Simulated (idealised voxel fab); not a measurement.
Process module in this document: voxel self aligned vias
Xsec cut, 185 nm wide, square cell size 5 nm.
A cross-section is written here as square cells arranged in a grid, and it is given in bands from the top down, each band taking up one or more rows of cells. Each band's line starts with the height of the band's top and of its bottom, in nm. Then come its materials from left to right, each with its width in nm. One material with "all across" fills the band from edge to edge. "blank" is empty space. Convention: height 0 is the level below which the wafer, as received, is all one material. The lowest band does not terminate at the bottom but continues downward, represented as "z 0 and below". Note: "30 to 40" means the width goes from the first number (top row of the band) to the second number (bottom row) in equal steps per row of cells. No cell of the cross-section changed in a step that is given as "all unchanged". Empty spaces counting at least 8 cells and having no open way to the top are listed in "Non-vented voids". The notation width x height at distance is used for each, the distance being from the left edge and all three values in nm. Step line, after settings: the simulator's comment on this step. For masked steps, "overlay nm" on the step line gives how far right of plan the mask actually lay; a minus sign means it lay to the left.

Set out below are the planned steps of the process:
| 1 | RECEIVE: material Si |
| 2 | CONFORMAL_DEP: material SiO2, thk nm 15 |
| 3 | CONFORMAL_DEP: material SiCN, thk nm 5 |
| 4 | DIRECTIONAL_DEP: material SiO2, thk nm 30 |
| 5 | DIRECTIONAL_DEP: material aC, thk nm 15 |
| 6 | PATTERN: tone open, mask id LINES, material resist, width nm 30, pitch nm 70, thk nm 30, overlay nm 0 |
| 7 | DIRECTIONAL_ETCH: etch materials aC, depth nm 15 |
| 8 | STRIP: etch materials resist |
| 9 | DIRECTIONAL_ETCH: etch materials SiO2, depth nm 30 |
| 10 | STRIP: etch materials aC |
| 11 | CONFORMAL_DEP: material TiN, thk nm 5 |
| 12 | FILL_DEP: material W, thk nm 10 |
| 13 | CMP: height nm 50 |
| 14 | SELECTIVE_ETCH: etch materials W Ru TiN, depth nm 5 |
| 15 | FILL_DEP: material SiN, thk nm 5 |
| 16 | CMP: height nm 50 |
| 17 | DIRECTIONAL_DEP: material SiO2, thk nm 15 |
| 18 | MASKED_ETCH: tone open, mask id VIAS, width nm 40, pitch nm 70, etch materials SiO2, depth nm 15, overlay nm 0 |
| 19 | MASKED_ETCH: tone open, mask id VIAS, width nm 40, pitch nm 70, etch materials SiN, depth nm 5, overlay nm 0 |
| 20 | CONFORMAL_DEP: material TiN, thk nm 5 |
| 21 | FILL_DEP: material W, thk nm 5 |
| 22 | CMP: height nm 65 |
| 23 | CONFORMAL_DEP: material SiCN, thk nm 5 |

Delivered wafer in cross-section: state after step 1:
  z 0 and below = Si all across
  Non-vented voids: none

Cross-section at module end, one run error; start and plan unchanged from above:
  z 70 to 65 = SiCN all across
  z 65 to 50 = 35 SiO2; 5 TiN; 30 W; 5 TiN; 30 SiO2; 5 TiN; 30 W; 5 TiN; 40 SiO2
  z 50 to 45 = 35 SiN; 40 TiN; 30 SiN; 40 TiN; 40 SiN
  z 45 to 40 = 45 TiN; 20 W; 50 TiN; 20 W; 50 TiN
  z 40 to 15 = 40 SiO2; 5 TiN; 20 W; 5 TiN; 40 SiO2; 5 TiN; 20 W; 5 TiN; 45 SiO2
  z 15 to 10 = 40 SiO2; 30 TiN; 40 SiO2; 30 TiN; 45 SiO2
  z 10 to 5 = SiCN all across
  z 5 to 0 = SiO2 all across
  z 0 and below = Si all across
  Non-vented voids: none
Deviation from plan: off-plan run, step 2, actual operation and settings CONFORMAL_DEP: material SiO2, thk nm 5
